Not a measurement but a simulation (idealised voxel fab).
The following is a process module called voxel ribs on slabs.
Pictured: cross-section cut, 140 nm wide, on a grid of 5 nm square cells.
In what follows, cross-sections appear as grids of square cells, described through bands that run from the top down, where every band is one or more rows of cells. Heights first: top, then bottom, in nm. Then materials, left to right, each with a width in nm. "everywhere" on a single material: fills the band edge to edge. "air": empty space. The reference from which all heights are counted is 0, the level beneath which the as-received wafer is entirely one material; the lowest band, having no lower bound, proceeds downward and is written after the example "0 and below". So if you see something like "30..40" for the width, read it as the top row of the band sitting at the first number and the bottom row at the second, with every row in between moving by the same amount as the last. Given "no alteration" for a step, no cell of the cross-section differs between before and after that step. Closed void listing: empty space of 8 cells or more with no open way to the top, each as width x height at its distance from the left edge, in nm. Whatever follows a step's settings on its line is a remark the simulator itself makes about that step. "overlay nm", when on a step's line for a step with a mask, measures how far to the right of its planned place the mask lay; a negative measure means to the left.

THE FOLLOWING LIST GIVES THE PLANNED PROCESS STEPS
- 1: RECEIVE with material Si
- 2: DIRECTIONAL_DEP with material SiO2, thk nm 20
- 3: DIRECTIONAL_DEP with material SiN, thk nm 20
- 4: PATTERN with tone cover, mask id RIB, material resist, width nm 25, thk nm 15, overlay nm 0
- 5: DIRECTIONAL_ETCH with etch materials SiN, depth nm 15
- 6: STRIP with etch materials resist
- 7: MASKED_ETCH with tone cover, mask id SLAB, width nm 55, etch materials SiN, depth nm 5, overlay nm 0
- 8: FILL_DEP with material SiO2, thk nm 15
- 9: CMP with height nm 50
- 10: DIRECTIONAL_DEP with material TiN, thk nm 5
- 11: DIRECTIONAL_DEP with material aC, thk nm 15
- 12: PATTERN with tone cover, mask id HEATER, material resist, width nm 35, thk nm 35, overlay nm 0
- 13: DIRECTIONAL_ETCH with etch materials aC, depth nm 15
- 14: STRIP with etch materials resist
- 15: DIRECTIONAL_ETCH with etch materials TiN, depth nm 5
- 16: STRIP with etch materials aC
- 17: CONFORMAL_DEP with material SiN, thk nm 10

STEP 1 COMPLETE: CROSS-SECTION OF THE WAFER AS RECEIVED
  0 and below: Si everywhere
  Closed void listing: none

CROSS-SECTION, FIRST OF TWO WAFERS, END OF MODULE, RUN AS PLANNED
  65 down to 60: air=40 | SiN=55 | air=45
  60 down to 55: SiN everywhere
  55 down to 50: SiN=50 | TiN=35 | SiN=55
  50 down to 40: SiO2 everywhere
  40 down to 25: SiO2=55 | SiN=25 | SiO2=60
  25 down to 20: SiO2=40 | SiN=55 | SiO2=45
  20 down to 0: SiO2 everywhere
  0 and below: Si everywhere
  Closed void listing: none

WAFER TWO, SECTIONED AFTER THE MODULE: THE FIRST WAFER'S START, THE FIRST WAFER'S PLAN, AND ONE MISTAKE IN HOW IT WAS RUN
  65 down to 60: air=40 | SiN=55 | air=45
  60 down to 55: SiN everywhere
  55 down to 50: SiN=50 | TiN=35 | SiN=55
  50 down to 20: SiO2 everywhere
  20 down to 0: SiN everywhere
  0 and below: Si everywhere
  Closed void listing: none
So what did we get wrong on this run? note: step 2 <-> step 3, run order reversed vs plan
End of process, cell counts, second wafer against first, materials with more or fewer: +86 SiN, -86 SiO2
